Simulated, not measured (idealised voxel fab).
This is a process module. Its name is voxel lift off.
Displayed cross-section: cut, width of 250 nm, square cells sized 5 nm.
Just so we're on the same page, the cross-sections are grids of square cells, and they're listed out in bands top to bottom, each band one or more rows deep. Per band: top height and bottom height in nm, followed by the left-to-right materials and their widths in nm; "throughout" marks a single material spanning edge to edge, "air" marks empty space. Heights are measured from 0, the level below which the as-received wafer is all one material; the lowest band has no bottom and continues downward, written as in "0 and below". Per-row width for "30..40": begins at first number (top row of band), ends at second number (bottom row), increment between rows held constant. Any step labelled "stayed the same" changed none of the cells in the cross-section. The list in "Entrapped void list" covers empty spaces of 8 cells or more that cannot reach the top through any open way, and it gives each as width x height at distance; the distance is from the left edge, and width, height and distance are in nm. after a step's settings: what the simulator itself notes on the step. overlay nm: for a step with a mask, the amount by which the mask lay right of where it was planned; a negative amount means left of it.

-- Steps planned for the process
1) RECEIVE,material Si
2) CONFORMAL_DEP,material Al2O3,thk nm 10
3) PATTERN,tone open,mask id LINES,material resist,width nm 15,pitch nm 35,thk nm 20,overlay nm 0
4) DIRECTIONAL_DEP,material Ru,thk nm 10
5) STRIP,etch materials resist
6) CONFORMAL_DEP,material SiN,thk nm 5

-- The following pertains to the first of two wafers, which was processed as planned

-- So this is the incoming wafer in cross-section - it's already been through step 1
    0 and below  Si throughout
    Entrapped void list: none

-- Step 2 complete: cross-section through the wafer
    10 down to 0  Al2O3 throughout
    Under the height 0 nothing was changed.

-- Step 3 complete: cross-section through the wafer
    30 down to 10  100 resist / 15 air / 20 resist / 15 air / 100 resist
    Under the height 10 nothing was changed.

-- Step 4 complete: cross-section through the wafer
    40 down to 30  100 Ru / 15 air / 20 Ru / 15 air / 100 Ru
    30 down to 20  100 resist / 15 air / 20 resist / 15 air / 100 resist
    20 down to 10  100 resist / 15 Ru / 20 resist / 15 Ru / 100 resist
    Under the height 10 nothing was changed.

-- Step 5 complete: cross-section through the wafer
    20 down to 10  100 air / 15 Ru / 20 air / 15 Ru / 100 air
    Under the height 10 nothing was changed.

-- Step 6 complete: cross-section through the wafer
    25 down to 20  95 air / 25 SiN / 10 air / 25 SiN / 95 air
    20 down to 15  95 air / 5 SiN / 15 Ru / 5 SiN / 10 air / 5 SiN / 15 Ru / 5 SiN / 95 air
    15 down to 10  100 SiN / 15 Ru / 20 SiN / 15 Ru / 100 SiN
    Under the height 10 nothing was changed.

-- What follows concerns the second wafer, which started out like the first and was meant to follow the very same plan; one mistake crept in when it was run, but everything up to and including step 2 is the same as for the first wafer

-- Cross-section of the second wafer at the time step 3 of the plan should have ended
    30 down to 10  95 resist / 15 air / 20 resist / 15 air / 105 resist
    Under the height 10 nothing was changed.

-- Cross-section of the second wafer at the time step 4 of the plan should have ended
    40 down to 30  95 Ru / 15 air / 20 Ru / 15 air / 105 Ru
    30 down to 20  95 resist / 15 air / 20 resist / 15 air / 105 resist
    20 down to 10  95 resist / 15 Ru / 20 resist / 15 Ru / 105 resist
    Under the height 10 nothing was changed.

-- Cross-section of the second wafer at the time step 5 of the plan should have ended
    20 down to 10  95 air / 15 Ru / 20 air / 15 Ru / 105 air
    Under the height 10 nothing was changed.

-- Cross-section of the second wafer at the time step 6 of the plan should have ended
    25 down to 20  90 air / 25 SiN / 10 air / 25 SiN / 100 air
    20 down to 15  90 air / 5 SiN / 15 Ru / 5 SiN / 10 air / 5 SiN / 15 Ru / 5 SiN / 100 air
    15 down to 10  95 SiN / 15 Ru / 20 SiN / 15 Ru / 105 SiN
    Under the height 10 nothing was changed.
What was the processing mistake? not per plan at step 3, really ran PATTERN,tone open,mask id LINES,material resist,width nm 15,pitch nm 35,thk nm 20,overlay nm -5
Both wafers, final: cells per material equal; arrangement not.
